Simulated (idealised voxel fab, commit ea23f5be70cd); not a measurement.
Proc. module: voxel self aligned vias
We display cut, a cross-section 295 nm in width whose square cells are each 5 nm.
Each cross-section below is a grid of square cells, stated as bands in top-down order, with one or more rows of cells making up each band. Quick guide to a band line: top height, bottom height (nm) up front; then every material left to right with its width in nm. Only one material and it's marked "full width"? Then it fills the band edge to edge. And "empty" just means empty space. We count height from 0. Below that, the starting wafer is all one material. The lowest band never ends at the bottom but goes on down; see "0 down" for how that is written. Think of "30->40" as a width that walks from the first number to the second as you go down the band, top row to bottom row, taking equal-sized steps from row to row. Reading "no alterations made" for a step: not a cell of the cross-section changed in it. Look at "Trapped cavities" for the closed voids: empty spaces with no open path to the top, sized 8 cells or up. Each is width x height at distance, distance from the left edge, all nm. Post-settings text on a step line: simulator's own remark regarding the step. overlay nm: on a step with a mask, how far right of its planned place the mask lay; negative means left.

These are the steps we planned for the process:
| 1 | op RECEIVE | material Si |
| 2 | op CONFORMAL_DEP | material SiO2 | thk nm 10 |
| 3 | op CONFORMAL_DEP | material SiCN | thk nm 5 |
| 4 | op DIRECTIONAL_DEP | material lowk | thk nm 30 |
| 5 | op DIRECTIONAL_DEP | material aC | thk nm 15 |
| 6 | op PATTERN | tone open | mask id LINES | material resist | width nm 30 | pitch nm 70 | thk nm 35 | overlay nm 0 |
| 7 | op DIRECTIONAL_ETCH | etch materials aC | depth nm 15 |
| 8 | op STRIP | etch materials resist |
| 9 | op DIRECTIONAL_ETCH | etch materials lowk | depth nm 30 |
| 10 | op STRIP | etch materials aC |
| 11 | op CONFORMAL_DEP | material TiN | thk nm 5 |
| 12 | op FILL_DEP | material W | thk nm 10 |
| 13 | op CMP | height nm 45 |
| 14 | op SELECTIVE_ETCH | etch materials W Ru TiN | depth nm 10 |
| 15 | op FILL_DEP | material SiN | thk nm 10 |
| 16 | op CMP | height nm 45 |
| 17 | op DIRECTIONAL_DEP | material lowk | thk nm 20 |
| 18 | op PATTERN | tone open | mask id VIAS | material resist | width nm 40 | thk nm 15 | overlay nm 0 |
| 19 | op DIRECTIONAL_ETCH | etch materials lowk | depth nm 20 |
| 20 | op DIRECTIONAL_ETCH | etch materials SiN | depth nm 10 |
| 21 | op STRIP | etch materials resist |
| 22 | op CONFORMAL_DEP | material TiN | thk nm 5 |
| 23 | op FILL_DEP | material W | thk nm 5 |
| 24 | op CMP | height nm 65 |
| 25 | op CONFORMAL_DEP | material SiCN | thk nm 5 |

As received, after step 1:
- 0 down = Si full width
- Trapped cavities: none

First wafer at the end, as planned:
- 70 to 65 = SiCN full width
- 65 to 50 = lowk (90) / TiN (5) / W (30) / TiN (5) / lowk (165)
- 50 to 45 = lowk (90) / TiN (10) / W (20) / TiN (10) / lowk (165)
- 45 to 40 = lowk (95) / TiN (5) / W (20) / TiN (5) / lowk (40) / SiN (30) / lowk (100)
- 40 to 35 = lowk (95) / TiN (30) / lowk (40) / SiN (30) / lowk (100)
- 35 to 20 = lowk (95) / TiN (5) / W (20) / TiN (5) / lowk (40) / TiN (5) / W (20) / TiN (5) / lowk (100)
- 20 to 15 = lowk (95) / TiN (30) / lowk (40) / TiN (30) / lowk (100)
- 15 to 10 = SiCN full width
- 10 to 0 = SiO2 full width
- 0 down = Si full width
- Trapped cavities: none

Now the second wafer, cross-sectioned at the end of the module. Nothing different at the start, nothing different in the plan compared with the first, just one mistake when it was actually run:
- 70 to 65 = SiCN full width
- 65 to 50 = lowk (90) / TiN (5) / W (30) / TiN (5) / lowk (165)
- 50 to 45 = lowk (90) / TiN (15) / W (10) / TiN (15) / lowk (165)
- 45 to 40 = lowk (100) / TiN (5) / W (10) / TiN (5) / lowk (50) / SiN (20) / lowk (105)
- 40 to 35 = lowk (100) / TiN (20) / lowk (50) / SiN (20) / lowk (105)
- 35 to 20 = lowk (100) / TiN (5) / W (10) / TiN (5) / lowk (50) / TiN (5) / W (10) / TiN (5) / lowk (105)
- 20 to 15 = lowk (100) / TiN (20) / lowk (50) / TiN (20) / lowk (105)
- 15 to 10 = SiCN full width
- 10 to 0 = SiO2 full width
- 0 down = Si full width
- Trapped cavities: none
Error vs. plan: the process deviated at step 6: the operation and settings actually run there were op PATTERN | tone open | mask id LINES | material resist | width nm 20 | pitch nm 70 | thk nm 35 | overlay nm 0
The final cell counts differ between the wafers, with the second having more or fewer of some materials than the first: 4 fewer of SiN; 4 fewer of TiN; 16 fewer of W; 24 more of lowk
